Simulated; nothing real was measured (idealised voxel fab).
You're looking at the process module voxel wiring stack.
For reference, the cross-section in this document is cut, with width 195 nm and square cells of 5 nm.
A cross-section in this document is a grid of square cells, and it is written down as bands, the top band listed before the ones below it; a band is made up of one or more rows of cells.
Basically the band line says how high the top is and how high the bottom is, in nm, and then what's in it from left to right, every material with its width in nm. Empty space shows up as "empty", and if a single material carries "all across" it runs the full band edge to edge.
Height reference: 0 = level under which incoming wafer is all one material. Lowest band: no bottom, runs on downward, e.g. "0..down".
A two-number width, for instance "30 to 40", indicates that the width is equal to the first number in the top row of the band and to the second number in the bottom row, and that it changes by a constant amount per row of cells.
"no change occurred", as given for a step, is the statement that not any cell of the cross-section underwent a change during that step.
Basically, "Enclosed cavity list" tells you about the enclosed voids: empty spaces with no open way to the top, 8 cells or bigger, each written width x height at distance, where distance is from the left edge, all in nm.
Whatever follows a step's settings on its line is a remark the simulator itself makes about that step.
"overlay nm" denotes, for a step that has a mask, the displacement of the mask to the right of its planned place, with negative values corresponding to the left.

Here's what the planned process steps look like
1 RECEIVE, material Si
2 CONFORMAL_DEP, material SiO2, thk nm 15
3 CONFORMAL_DEP, material SiN, thk nm 5
4 DIRECTIONAL_DEP, material lowk, thk nm 25
5 PATTERN, tone open, mask id METAL_1, material resist, width nm 25, pitch nm 45, thk nm 20, overlay nm 0
6 DIRECTIONAL_ETCH, etch materials lowk, depth nm 25
7 DIRECTIONAL_ETCH, etch materials SiN, depth nm 5
8 STRIP, etch materials resist
9 CONFORMAL_DEP, material TiN, thk nm 5
10 FILL_DEP, material Cu, thk nm 5
11 CMP, height nm 35
12 CONFORMAL_DEP, material SiCN, thk nm 5
13 DIRECTIONAL_DEP, material SiO2, thk nm 10
14 MASKED_ETCH, tone open, mask id PLUG_1, width nm 15, pitch nm 90, etch materials SiO2, depth nm 10, overlay nm 0
15 MASKED_ETCH, tone open, mask id PLUG_1, width nm 15, pitch nm 90, etch materials SiCN, depth nm 5, overlay nm 0
16 EPI, material Ru, thk nm 10
17 EPI, material Ru, thk nm 5
18 CONFORMAL_DEP, material SiN, thk nm 5
19 DIRECTIONAL_DEP, material lowk, thk nm 15
20 PATTERN, tone open, mask id METAL_2, material resist, width nm 25, pitch nm 45, thk nm 15, overlay nm 0
21 DIRECTIONAL_ETCH, etch materials lowk, depth nm 15
22 DIRECTIONAL_ETCH, etch materials SiN, depth nm 5
23 STRIP, etch materials resist
24 CONFORMAL_DEP, material TiN, thk nm 5
25 FILL_DEP, material Cu, thk nm 5
26 CMP, height nm 80
27 CONFORMAL_DEP, material SiCN, thk nm 5
The wafers are alike at the start. At step 11, their height nm differs. The plan lists the first wafer's value.

As-received cross-section, first of several wafers, post step 1
	0..down: Si all across
	Enclosed cavity list: none

For your reference, the table is organized with a row per wafer; each row reflects the wafer at the end of the module, indicating for each material the cells gained (+) or lost (-) since receipt, and thereafter its closed voids
height nm 35; +123 Cu; +18 Ru; +72 SiCN; +38 SiN; +183 SiO2; +115 TiN; +114 lowk; Enclosed cavity list: none
height nm 40; +96 Cu; +18 Ru; +72 SiCN; +38 SiN; +183 SiO2; +123 TiN; +133 lowk; Enclosed cavity list: none
height nm 45; +96 Cu; +18 Ru; +72 SiCN; +38 SiN; +183 SiO2; +104 TiN; +152 lowk; Enclosed cavity list: none
height nm 50; +96 Cu; +18 Ru; +72 SiCN; +38 SiN; +183 SiO2; +123 TiN; +133 lowk; Enclosed cavity list: none
height nm 55; +123 Cu; +18 Ru; +72 SiCN; +38 SiN; +183 SiO2; +115 TiN; +114 lowk; Enclosed cavity list: none
